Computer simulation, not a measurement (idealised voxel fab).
Name of the process module below: voxel wiring stack
In the cross-section labelled cut, the width is 195 nm and each square cell is 5 nm.
A cross-section is written here as square cells arranged in a grid, and it is given in bands from the top down, each band taking up one or more rows of cells. Top height, bottom height, nm. Materials left to right, width each, nm. Single material + "all across" = fills band edge to edge. "empty" = empty. Counting heights begins at 0, where everything beneath is, in the wafer as received, one material. The lowest band has no bottom; it goes on downwards, as "z 0 and below" shows. Width spec "30->40" -> top row of cells at first value, bottom row at second value, equal per-row change in between. For the purposes of this document, the phrase "stayed the same" attached to a step denotes that no cell within the cross-section was modified by that step. Reported under the label "Sealed void list" are the empty spaces having no open way to the top and comprising 8 cells or more; the notation for each is width x height at distance, in which the distance is measured from the left edge and all three values are in nm. What comes after the settings on a step's line is commentary from the simulator itself on that step. Regarding "overlay nm": on a step with a mask, it is the distance the mask lay to the right of its planned place; a negative value places it to the left.
So here's the lineup of process steps we planned
1. RECEIVE [material Si]
2. CONFORMAL_DEP [material SiO2] [thk nm 15]
3. DIRECTIONAL_DEP [material TiN] [thk nm 5]
4. DIRECTIONAL_DEP [material W] [thk nm 20]
5. MASKED_ETCH [tone cover] [mask id METAL_1] [width nm 25] [pitch nm 55] [etch materials W] [depth nm 20] [overlay nm 0]
6. MASKED_ETCH [tone cover] [mask id METAL_1] [width nm 25] [pitch nm 55] [etch materials TiN] [depth nm 5] [overlay nm 0]
7. CONFORMAL_DEP [material SiN] [thk nm 5]
8. FILL_DEP [material lowk] [thk nm 5]
9. CMP [height nm 40]
10. CONFORMAL_DEP [material SiCN] [thk nm 5]
11. DIRECTIONAL_DEP [material SiO2] [thk nm 15]
12. DIRECTIONAL_DEP [material aC] [thk nm 10]
13. PATTERN [tone open] [mask id PLUG_1] [material resist] [width nm 15] [thk nm 25] [overlay nm 0]
14. DIRECTIONAL_ETCH [etch materials aC] [depth nm 10]
15. STRIP [etch materials resist]
16. DIRECTIONAL_ETCH [etch materials SiO2] [depth nm 15]
17. DIRECTIONAL_ETCH [etch materials SiCN] [depth nm 5]
18. STRIP [etch materials aC]
19. EPI [material Ru] [thk nm 10]
20. EPI [material Ru] [thk nm 10]
21. CONFORMAL_DEP [material SiN] [thk nm 5]
22. DIRECTIONAL_DEP [material SiO2] [thk nm 25]
23. PATTERN [tone open] [mask id METAL_2] [material resist] [width nm 25] [pitch nm 55] [thk nm 15] [overlay nm 0]
24. DIRECTIONAL_ETCH [etch materials SiO2] [depth nm 25]
25. DIRECTIONAL_ETCH [etch materials SiN] [depth nm 5]
26. STRIP [etch materials resist]
27. CONFORMAL_DEP [material TiN] [thk nm 5]
28. FILL_DEP [material W] [thk nm 10]
29. CMP [height nm 90]
30. CONFORMAL_DEP [material SiN] [thk nm 5]
Wafer cross-section on receipt, i.e. after step 1
* z 0 and below  Si all across
* Sealed void list: none
Same starting wafer, same plan as above, one mistake in the execution; this is the cross-section at the end of the module
* z 95 to 90  SiN all across
* z 90 to 75  55 of SiO2 / 5 of TiN / 15 of W / 5 of TiN / 30 of SiO2 / 5 of TiN / 15 of W / 5 of TiN / 60 of SiO2
* z 75 to 70  40 of SiO2 / 15 of SiN / 25 of TiN / 5 of SiN / 25 of SiO2 / 5 of TiN / 15 of W / 5 of TiN / 60 of SiO2
* z 70 to 65  40 of SiO2 / 5 of SiN / 35 of Ru / 5 of SiN / 25 of SiO2 / 5 of TiN / 15 of W / 5 of TiN / 60 of SiO2
* z 65 to 60  45 of SiN / 35 of Ru / 30 of SiN / 25 of TiN / 60 of SiN
* z 60 to 45  55 of SiO2 / 15 of Ru / 125 of SiO2
* z 45 to 40  55 of SiCN / 15 of Ru / 125 of SiCN
* z 40 to 20  50 of lowk / 5 of SiN / 25 of W / 5 of SiN / 20 of lowk / 5 of SiN / 25 of W / 5 of SiN / 55 of lowk
* z 20 to 15  55 of SiN / 25 of TiN / 30 of SiN / 25 of TiN / 60 of SiN
* z 15 to 0  SiO2 all across
* z 0 and below  Si all across
* Sealed void list: none
Plan not followed: an unidentifiable one of the identical steps 19 and 20 was run twice
